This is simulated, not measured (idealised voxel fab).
Herein follows the process module entitled voxel released beams.
FYI the section here is cut, 235 nm wide, cells are 5 nm squares.
A cross-section is written here as square cells arranged in a grid, and it is given in bands from the top down, each band taking up one or more rows of cells.
Band entry format. Leading values: height of top, height of bottom, nm. Remainder: materials in left-to-right order, each with its width in nm. Special words: "everywhere" on a single material, which then fills the band edge to edge; "blank", empty space.
Height reference: 0 = level under which incoming wafer is all one material. Lowest band: no bottom, runs on downward, e.g. "0..down".
Note: "30->40" means the width goes from the first number (top row of the band) to the second number (bottom row) in equal steps per row of cells.
Any step labelled "no change" changed none of the cells in the cross-section.
Heads up: "Enclosed void entries" only lists the empty pockets with no open path to the top that are 8 cells or more, and it writes them as width x height at distance, distance from the left edge, in nm.
Formally, on a step line, whatever follows the settings is a remark that the simulator itself makes on the step.
"overlay nm" denotes, for a step that has a mask, the displacement of the mask to the right of its planned place, with negative values corresponding to the left.
## Here's what the planned process steps look like
1: RECEIVE with material Si
2: CONFORMAL_DEP with material Al2O3, thk nm 5
3: DIRECTIONAL_DEP with material SiO2, thk nm 10
4: DIRECTIONAL_DEP with material aC, thk nm 10
5: PATTERN with tone open, mask id ANCHOR, material resist, width nm 35, thk nm 30, overlay nm 0
6: DIRECTIONAL_ETCH with etch materials aC, depth nm 10
7: STRIP with etch materials resist
8: DIRECTIONAL_ETCH with etch materials SiO2, depth nm 10
9: STRIP with etch materials aC
10: CONFORMAL_DEP with material SiN, thk nm 15
11: PATTERN with tone cover, mask id BEAM, material resist, width nm 120, thk nm 15, overlay nm 0
12: DIRECTIONAL_ETCH with etch materials SiN, depth nm 15
13: STRIP with etch materials resist
14: STRIP with etch materials SiO2
## So, the first of our two wafers, run just as we planned it
## As-received state of the wafer in cross-section, equivalent to post-step 1
	0..down = Si everywhere
	Enclosed void entries: none
## Once step 2 is through, the wafer looks like this in cross-section
	5..0 = Al2O3 everywhere
	Everything below 0 is unchanged.
## Once step 3 is through, the wafer looks like this in cross-section
	15..5 = SiO2 everywhere
	Everything below 5 is unchanged.
## Once step 4 is through, the wafer looks like this in cross-section
	25..15 = aC everywhere
	Everything below 15 is unchanged.
## Once step 5 is through, the wafer looks like this in cross-section
	55..25 = 60 of resist; 35 of blank; 140 of resist
	Everything below 25 is unchanged.
## Once step 6 is through, the wafer looks like this in cross-section
	45..25 = 60 of resist; 35 of blank; 140 of resist
	25..15 = 60 of aC; 35 of blank; 140 of aC
	Everything below 15 is unchanged.
## Once step 7 is through, the wafer looks like this in cross-section
	25..15 = 60 of aC; 35 of blank; 140 of aC
	Everything below 15 is unchanged.
## Once step 8 is through, the wafer looks like this in cross-section
	25..15 = 60 of aC; 35 of blank; 140 of aC
	15..5 = 60 of SiO2; 35 of blank; 140 of SiO2
	Everything below 5 is unchanged.
## Once step 9 is through, the wafer looks like this in cross-section
	15..5 = 60 of SiO2; 35 of blank; 140 of SiO2
	Everything below 5 is unchanged.
## Once step 10 is through, the wafer looks like this in cross-section
	30..20 = 75 of SiN; 5 of blank; 155 of SiN
	20..15 = SiN everywhere
	15..5 = 60 of SiO2; 35 of SiN; 140 of SiO2
	Everything below 5 is unchanged.
## Once step 11 is through, the wafer looks like this in cross-section
	45..30 = 55 of blank; 120 of resist; 60 of blank
	30..20 = 75 of SiN; 5 of resist; 155 of SiN
	Everything below 20 is unchanged.
## Once step 12 is through, the wafer looks like this in cross-section
	45..30 = 55 of blank; 120 of resist; 60 of blank
	30..20 = 55 of blank; 20 of SiN; 5 of resist; 95 of SiN; 60 of blank
	20..15 = 55 of blank; 120 of SiN; 60 of blank
	Everything below 15 is unchanged.
## Once step 13 is through, the wafer looks like this in cross-section
	30..20 = 55 of blank; 20 of SiN; 5 of blank; 95 of SiN; 60 of blank
	Everything below 20 is unchanged.
## Once step 14 is through, the wafer looks like this in cross-section
	30..20 = 55 of blank; 20 of SiN; 5 of blank; 95 of SiN; 60 of blank
	20..15 = 55 of blank; 120 of SiN; 60 of blank
	15..5 = 60 of blank; 35 of SiN; 140 of blank
	Everything below 5 is unchanged.
## The Second Wafer: Common Origin and Plan, One Mistake in Execution, Identical to the First Through Step 4
## Second wafer profile in section, at the moment step 5 of the plan was meant to be complete
	55..25 = 60 of resist; 40 of blank; 135 of resist
	Everything below 25 is unchanged.
## Second wafer profile in section, at the moment step 6 of the plan was meant to be complete
	45..25 = 60 of resist; 40 of blank; 135 of resist
	25..15 = 60 of aC; 40 of blank; 135 of aC
	Everything below 15 is unchanged.
## Second wafer profile in section, at the moment step 7 of the plan was meant to be complete
	25..15 = 60 of aC; 40 of blank; 135 of aC
	Everything below 15 is unchanged.
## Second wafer profile in section, at the moment step 8 of the plan was meant to be complete
	25..15 = 60 of aC; 40 of blank; 135 of aC
	15..5 = 60 of SiO2; 40 of blank; 135 of SiO2
	Everything below 5 is unchanged.
## Second wafer profile in section, at the moment step 9 of the plan was meant to be complete
	15..5 = 60 of SiO2; 40 of blank; 135 of SiO2
	Everything below 5 is unchanged.
## Second wafer profile in section, at the moment step 10 of the plan was meant to be complete
	30..20 = 75 of SiN; 10 of blank; 150 of SiN
	20..15 = SiN everywhere
	15..5 = 60 of SiO2; 40 of SiN; 135 of SiO2
	Everything below 5 is unchanged.
## Second wafer profile in section, at the moment step 11 of the plan was meant to be complete
	45..30 = 55 of blank; 120 of resist; 60 of blank
	30..20 = 75 of SiN; 10 of resist; 150 of SiN
	Everything below 20 is unchanged.
## Second wafer profile in section, at the moment step 12 of the plan was meant to be complete
	45..30 = 55 of blank; 120 of resist; 60 of blank
	30..20 = 55 of blank; 20 of SiN; 10 of resist; 90 of SiN; 60 of blank
	20..15 = 55 of blank; 120 of SiN; 60 of blank
	Everything below 15 is unchanged.
## Second wafer profile in section, at the moment step 13 of the plan was meant to be complete
	30..20 = 55 of blank; 20 of SiN; 10 of blank; 90 of SiN; 60 of blank
	Everything below 20 is unchanged.
## Second wafer profile in section, at the moment step 14 of the plan was meant to be complete
	30..20 = 55 of blank; 20 of SiN; 10 of blank; 90 of SiN; 60 of blank
	20..15 = 55 of blank; 120 of SiN; 60 of blank
	15..5 = 60 of blank; 40 of SiN; 135 of blank
	Everything below 5 is unchanged.
So what did we get wrong on this run? the process deviated at step 5: the operation and settings actually run there were PATTERN with tone open, mask id ANCHOR, material resist, width nm 40, thk nm 30, overlay nm 0
at the end the second wafer has, in cells: as many of each material as the first, in other places
